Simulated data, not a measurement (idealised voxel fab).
Process module under the name voxel trench capacitor
Square cells of 5 nm make up the cross-section cut, whose width is 175 nm.
In what follows, cross-sections appear as grids of square cells, described through bands that run from the top down, where every band is one or more rows of cells. Top height, bottom height, nm. Materials left to right, width each, nm. Single material + "throughout" = fills band edge to edge. "air" = empty. Beneath 0, the wafer as received is one material, and that level is where height counting begins. The lowest band goes on downward without a bottom; it is written like "0..down". The notation "30..40" denotes a width that varies across the rows of cells in the band, beginning at the first number in the top row, finishing at the second number in the bottom row, and changing by an identical amount from each row to the next. "remained unchanged" after a step means that no cell of the cross-section changed. In "Closed void register" the enclosed voids are listed, meaning empty spaces of 8 cells or larger without any opening to the top. The form is width x height at distance, distance from the left edge, units nm. The remark found on a step's line after its settings is issued by the simulator itself and pertains to that step. If you see "overlay nm" on a step's line and that step has a mask, it's telling you how far right of where it was planned the mask ended up; a negative number means it went left instead.
# Below is the list of planned process steps
1: RECEIVE | material Si
2: CONFORMAL_DEP | material SiN | thk nm 10
3: DIRECTIONAL_DEP | material aC | thk nm 15
4: PATTERN | tone open | mask id TRENCH | material resist | width nm 15 | pitch nm 40 | thk nm 30 | overlay nm 0
5: DIRECTIONAL_ETCH | etch materials aC | depth nm 15
6: STRIP | etch materials resist
7: DIRECTIONAL_ETCH | etch materials SiN | depth nm 10
8: DIRECTIONAL_ETCH | etch materials Si | depth nm 35
9: STRIP | etch materials aC
10: CONFORMAL_DEP | material Al2O3 | thk nm 5
11: CONFORMAL_DEP | material TiN | thk nm 5
12: FILL_DEP | material W | thk nm 10
13: CMP | height nm 10
The wafers in this document start out alike and differ in the width nm applied at step 4; the plan shows the value used for the first wafer.
# As-received state after step 1, first of several wafers, cross-section
- 0..down: Si throughout
- Closed void register: none
# Each row below is a wafer at the end of the module, listing for every material the number of cells it has gained (+) or lost (-) since it was received, followed by its closed voids
width nm 15, +57 Al2O3, -63 Si, +52 SiN, +24 TiN, Closed void register: none
width nm 20, +60 Al2O3, -84 Si, +46 SiN, +48 TiN, Closed void register: none
width nm 25, +63 Al2O3, -105 Si, +40 SiN, +51 TiN, +21 W, Closed void register: none
